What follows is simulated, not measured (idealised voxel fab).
Process module in this document: voxel capacitor over wiring
We display cut, a cross-section 295 nm in width whose square cells are each 5 nm.
Cross-sections here: square-cell grids, written as top-down lists of bands, a band being one or more rows of cells.
The band entry comprises the height of the band's top followed by the height of its bottom, expressed in nm, and subsequently the band's materials from left to right, each stated together with its width in nm. Where a single material is marked with the word "everywhere", that material fills the band from edge to edge. The word "blank" represents empty space.
Height is counted from the level 0, under which the received wafer is composed throughout of one material. The lowest of the bands is not closed at the bottom but continues downward, in the notation "top 0, no bottom".
When a width is written as two numbers, as in "30..40", the first number is the width in the top row of cells of the band and the second is the width in its bottom row, and the width changes by the same amount from each row to the next.
Where a step carries "remains unaltered", the cross-section came out of it unchanged, cell for cell.
The entry "Fully sealed cavities" lists the empty spaces that cover at least 8 cells and have no open path to the top. Each is written as width x height at distance, where the distance is measured from the left edge and all three values are in nm.
It should be noted that, on the line of a given step, the content following the step's settings is a remark produced by the simulator itself with respect to that step.
The setting "overlay nm" may be written on the line of a step. When the step uses a mask, the value reports how far to the right of the planned place the mask lay, and a negative value reports that it lay to the left.
Each pair of cross-sections that follows straddles one process step: the one shows the state before the step, the other the state after it, down to the lowest band that changed and no further. The step in question, and its settings, are given under the pair. Note that a pair is not necessarily a continuation of the pair above it, since pairs can come from different runs of this module on the same starting wafer; it is a continuation only where its entry headed "Pre-step" says so.

-- Pre-step
    top 65, bottom 55 = aC everywhere
    top 55, bottom 45 = lowk everywhere
    top 45, bottom 40 = SiCN everywhere
    top 40, bottom 15 = 95 of SiO2; 5 of TiN; 10 of W; 5 of TiN; 65 of SiO2; 5 of TiN; 10 of W; 5 of TiN; 95 of SiO2
    top 15, bottom 10 = 95 of SiCN; 20 of TiN; 65 of SiCN; 20 of TiN; 95 of SiCN
    top 10, bottom 0 = SiO2 everywhere
    top 0, no bottom = Si everywhere
    Fully sealed cavities: none

-- Post-Process View
    top 95, bottom 65 = 100 of blank; 15 of resist; 180 of blank
    below 65: unchanged
    Fully sealed cavities: none
What process step lies between the two cross-sections above? PATTERN,tone cover,mask id PLUG_1,material resist,width nm 15,thk nm 30,overlay nm 0

Pre-step: starting point is the after cross-section of the pair just above.

-- Post-Process View
    top 85, bottom 65 = 100 of blank; 15 of resist; 180 of blank
    top 65, bottom 55 = 100 of blank; 15 of aC; 180 of blank
    below 55: unchanged
    Fully sealed cavities: none
What process step lies between the two cross-sections above? DIRECTIONAL_ETCH,etch materials aC,depth nm 10

Pre-step: starting point is the after cross-section of the pair just above.

-- Post-Process View
    top 65, bottom 55 = 100 of blank; 15 of aC; 180 of blank
    below 55: unchanged
    Fully sealed cavities: none
What process step lies between the two cross-sections above? STRIP,etch materials resist

Pre-step: starting point is the after cross-section of the pair just above.

-- Post-Process View
    top 65, bottom 55 = 100 of blank; 15 of aC; 180 of blank
    top 55, bottom 45 = 100 of blank; 15 of lowk; 180 of blank
    below 45: unchanged
    Fully sealed cavities: none
What process step lies between the two cross-sections above? DIRECTIONAL_ETCH,etch materials lowk,depth nm 10

Pre-step: starting point is the after cross-section of the pair just above.

-- Post-Process View
    top 65, bottom 55 = 100 of blank; 15 of aC; 180 of blank
    top 55, bottom 45 = 100 of blank; 15 of lowk; 180 of blank
    top 45, bottom 40 = 100 of blank; 15 of SiCN; 180 of blank
    below 40: unchanged
    Fully sealed cavities: none
What process step lies between the two cross-sections above? DIRECTIONAL_ETCH,etch materials SiCN,depth nm 5

Pre-step: starting point is the after cross-section of the pair just above.

-- Post-Process View
    top 55, bottom 45 = 100 of blank; 15 of lowk; 180 of blank
    below 45: unchanged
    Fully sealed cavities: none
What process step lies between the two cross-sections above? STRIP,etch materials aC

Pre-step: starting point is the after cross-section of the pair just above.

-- Post-Process View
    top 55, bottom 50 = 100 of blank; 15 of lowk; 180 of blank
    top 50, bottom 45 = 85 of blank; 15 of Ru; 15 of lowk; 55 of blank; 40 of Ru; 85 of blank
    top 45, bottom 40 = 85 of blank; 15 of Ru; 15 of SiCN; 55 of blank; 40 of Ru; 85 of blank
    below 40: unchanged
    Fully sealed cavities: none
What process step lies between the two cross-sections above? EPI,material Ru,thk nm 10

Pre-step: starting point is the after cross-section of the pair just above.

-- Post-Process View
    top 55, bottom 45 = 80 of blank; 20 of Ru; 15 of lowk; 50 of blank; 50 of Ru; 80 of blank
    top 45, bottom 40 = 80 of blank; 20 of Ru; 15 of SiCN; 50 of blank; 50 of Ru; 80 of blank
    below 40: unchanged
    Fully sealed cavities: none
What process step lies between the two cross-sections above? EPI,material Ru,thk nm 5

Pre-step: starting point is the after cross-section of the pair just above.

-- Post-Process View
    top 65, bottom 55 = 80 of blank; 35 of TiN; 50 of blank; 50 of TiN; 80 of blank
    top 55, bottom 50 = 80 of blank; 20 of Ru; 15 of lowk; 50 of blank; 50 of Ru; 80 of blank
    top 50, bottom 45 = 80 of TiN; 20 of Ru; 15 of lowk; 50 of TiN; 50 of Ru; 80 of TiN
    top 45, bottom 40 = 80 of TiN; 20 of Ru; 15 of SiCN; 50 of TiN; 50 of Ru; 80 of TiN
    below 40: unchanged
    Fully sealed cavities: none
What process step lies between the two cross-sections above? DIRECTIONAL_DEP,material TiN,thk nm 10

Pre-step: starting point is the after cross-section of the pair just above.

-- Post-Process View
    top 70, bottom 65 = 80 of blank; 35 of HfO2; 50 of blank; 50 of HfO2; 80 of blank
    top 65, bottom 55 = 80 of blank; 35 of TiN; 50 of blank; 50 of TiN; 80 of blank
    top 55, bottom 50 = 80 of HfO2; 20 of Ru; 15 of lowk; 50 of HfO2; 50 of Ru; 80 of HfO2
    below 50: unchanged
    Fully sealed cavities: none
What process step lies between the two cross-sections above? DIRECTIONAL_DEP,material HfO2,thk nm 5

Pre-step: starting point is the after cross-section of the pair just above.

-- Post-Process View
    top 75, bottom 70 = 80 of blank; 35 of TiN; 50 of blank; 50 of TiN; 80 of blank
    top 70, bottom 65 = 80 of blank; 35 of HfO2; 50 of blank; 50 of HfO2; 80 of blank
    top 65, bottom 60 = 80 of blank; 35 of TiN; 50 of blank; 50 of TiN; 80 of blank
    top 60, bottom 55 = TiN everywhere
    below 55: unchanged
    Fully sealed cavities: none
What process step lies between the two cross-sections above? DIRECTIONAL_DEP,material TiN,thk nm 5

Pre-step: starting point is the after cross-section of the pair just above.

-- Post-Process View
    top 75, bottom 70 = 100 of blank; 15 of TiN; 50 of blank; 5 of TiN; 125 of blank
    top 70, bottom 65 = 80 of blank; 35 of HfO2; 50 of blank; 50 of HfO2; 80 of blank
    top 65, bottom 60 = 80 of blank; 35 of TiN; 50 of blank; 50 of TiN; 80 of blank
    top 60, bottom 55 = 80 of blank; 135 of TiN; 80 of blank
    below 55: unchanged
    Fully sealed cavities: none
What process step lies between the two cross-sections above? MASKED_ETCH,tone cover,mask id UPPER_PLATE,width nm 70,etch materials TiN,depth nm 5,overlay nm 0

Pre-step: starting point is the after cross-section of the pair just above.

-- Post-Process View
    top 75, bottom 70 = 100 of blank; 15 of TiN; 50 of blank; 5 of TiN; 125 of blank
    top 70, bottom 65 = 100 of blank; 15 of HfO2; 50 of blank; 5 of HfO2; 125 of blank
    top 65, bottom 60 = 80 of blank; 35 of TiN; 50 of blank; 50 of TiN; 80 of blank
    top 60, bottom 55 = 80 of blank; 135 of TiN; 80 of blank
    top 55, bottom 50 = 80 of blank; 20 of Ru; 15 of lowk; 50 of HfO2; 50 of Ru; 80 of blank
    below 50: unchanged
    Fully sealed cavities: none
What process step lies between the two cross-sections above? MASKED_ETCH,tone cover,mask id UPPER_PLATE,width nm 70,etch materials HfO2,depth nm 5,overlay nm 0

Pre-step: starting point is the after cross-section of the pair just above.

-- Post-Process View
    top 75, bottom 70 = 100 of blank; 15 of TiN; 50 of blank; 5 of TiN; 125 of blank
    top 70, bottom 65 = 100 of blank; 15 of HfO2; 50 of blank; 5 of HfO2; 125 of blank
    top 65, bottom 60 = 95 of blank; 20 of TiN; 50 of blank; 10 of TiN; 120 of blank
    top 60, bottom 55 = 95 of blank; 80 of TiN; 120 of blank
    top 55, bottom 50 = 80 of blank; 20 of Ru; 15 of lowk; 50 of HfO2; 50 of Ru; 80 of blank
    top 50, bottom 45 = 80 of blank; 20 of Ru; 15 of lowk; 50 of TiN; 50 of Ru; 80 of blank
    top 45, bottom 40 = 80 of blank; 20 of Ru; 15 of SiCN; 50 of TiN; 50 of Ru; 80 of blank
    below 40: unchanged
    Fully sealed cavities: none
What process step lies between the two cross-sections above? MASKED_ETCH,tone cover,mask id LOWER_PLATE,width nm 80,etch materials TiN,depth nm 10,overlay nm 0

Pre-step: starting point is the after cross-section of the pair just above.

-- Post-Process View
    top 90, bottom 75 = SiO2 everywhere
    top 75, bottom 70 = 100 of SiO2; 15 of TiN; 50 of SiO2; 5 of TiN; 125 of SiO2
    top 70, bottom 65 = 100 of SiO2; 15 of HfO2; 50 of SiO2; 5 of HfO2; 125 of SiO2
    top 65, bottom 60 = 95 of SiO2; 20 of TiN; 50 of SiO2; 10 of TiN; 120 of SiO2
    top 60, bottom 55 = 95 of SiO2; 80 of TiN; 120 of SiO2
    top 55, bottom 50 = 80 of SiO2; 20 of Ru; 15 of lowk; 50 of HfO2; 50 of Ru; 80 of SiO2
    top 50, bottom 45 = 80 of SiO2; 20 of Ru; 15 of lowk; 50 of TiN; 50 of Ru; 80 of SiO2
    top 45, bottom 40 = 80 of SiO2; 20 of Ru; 15 of SiCN; 50 of TiN; 50 of Ru; 80 of SiO2
    below 40: unchanged
    Fully sealed cavities: none
What process step lies between the two cross-sections above? FILL_DEP,material SiO2,thk nm 15

Pre-step: starting point is the after cross-section of the pair just above.

-- Post-Process View
    top 85, bottom 75 = SiO2 everywhere
    below 75: unchanged
    Fully sealed cavities: none
What process step lies between the two cross-sections above? CMP,height nm 85

Pre-step: starting point is the after cross-section of the pair just above.

-- Post-Process View
    top 105, bottom 85 = 110 of resist; 15 of blank; 170 of resist
    below 85: unchanged
    Fully sealed cavities: none
What process step lies between the two cross-sections above? PATTERN,tone open,mask id PLUG_2,material resist,width nm 15,thk nm 20,overlay nm 0

Pre-step: starting point is the after cross-section of the pair just above.

-- Post-Process View
    top 105, bottom 85 = 110 of resist; 15 of blank; 170 of resist
    top 85, bottom 75 = 110 of SiO2; 15 of blank; 170 of SiO2
    below 75: unchanged
    Fully sealed cavities: none
What process step lies between the two cross-sections above? DIRECTIONAL_ETCH,etch materials SiO2,depth nm 10

Pre-step: starting point is the after cross-section of the pair just above.

-- Post-Process View
    top 85, bottom 75 = 110 of SiO2; 15 of blank; 170 of SiO2
    below 75: unchanged
    Fully sealed cavities: none
What process step lies between the two cross-sections above? STRIP,etch materials resist

Pre-step: starting point is the after cross-section of the pair just above.

-- Post-Process View
    top 90, bottom 85 = 115 of TiN; 5 of blank; 175 of TiN
    top 85, bottom 80 = 110 of SiO2; 5 of TiN; 5 of blank; 5 of TiN; 170 of SiO2
    top 80, bottom 75 = 110 of SiO2; 15 of TiN; 170 of SiO2
    below 75: unchanged
    Fully sealed cavities: none
What process step lies between the two cross-sections above? CONFORMAL_DEP,material TiN,thk nm 5

Pre-step: starting point is the after cross-section of the pair just above.

-- Post-Process View
    top 95, bottom 90 = Ru everywhere
    top 90, bottom 85 = 115 of TiN; 5 of Ru; 175 of TiN
    top 85, bottom 80 = 110 of SiO2; 5 of TiN; 5 of Ru; 5 of TiN; 170 of SiO2
    below 80: unchanged
    Fully sealed cavities: none
What process step lies between the two cross-sections above? FILL_DEP,material Ru,thk nm 5

Pre-step: starting point is the after cross-section of the pair just above.

-- Post-Process View
    top 85, bottom 80 = 110 of SiO2; 5 of TiN; 5 of Ru; 5 of TiN; 170 of SiO2
    below 80: unchanged
    Fully sealed cavities: none
What process step lies between the two cross-sections above? CMP,height nm 85

Pre-step: starting point is the after cross-section of the pair just above.

-- Post-Process View
    top 90, bottom 85 = SiCN everywhere
    below 85: unchanged
    Fully sealed cavities: none
What process step lies between the two cross-sections above? CONFORMAL_DEP,material SiCN,thk nm 5
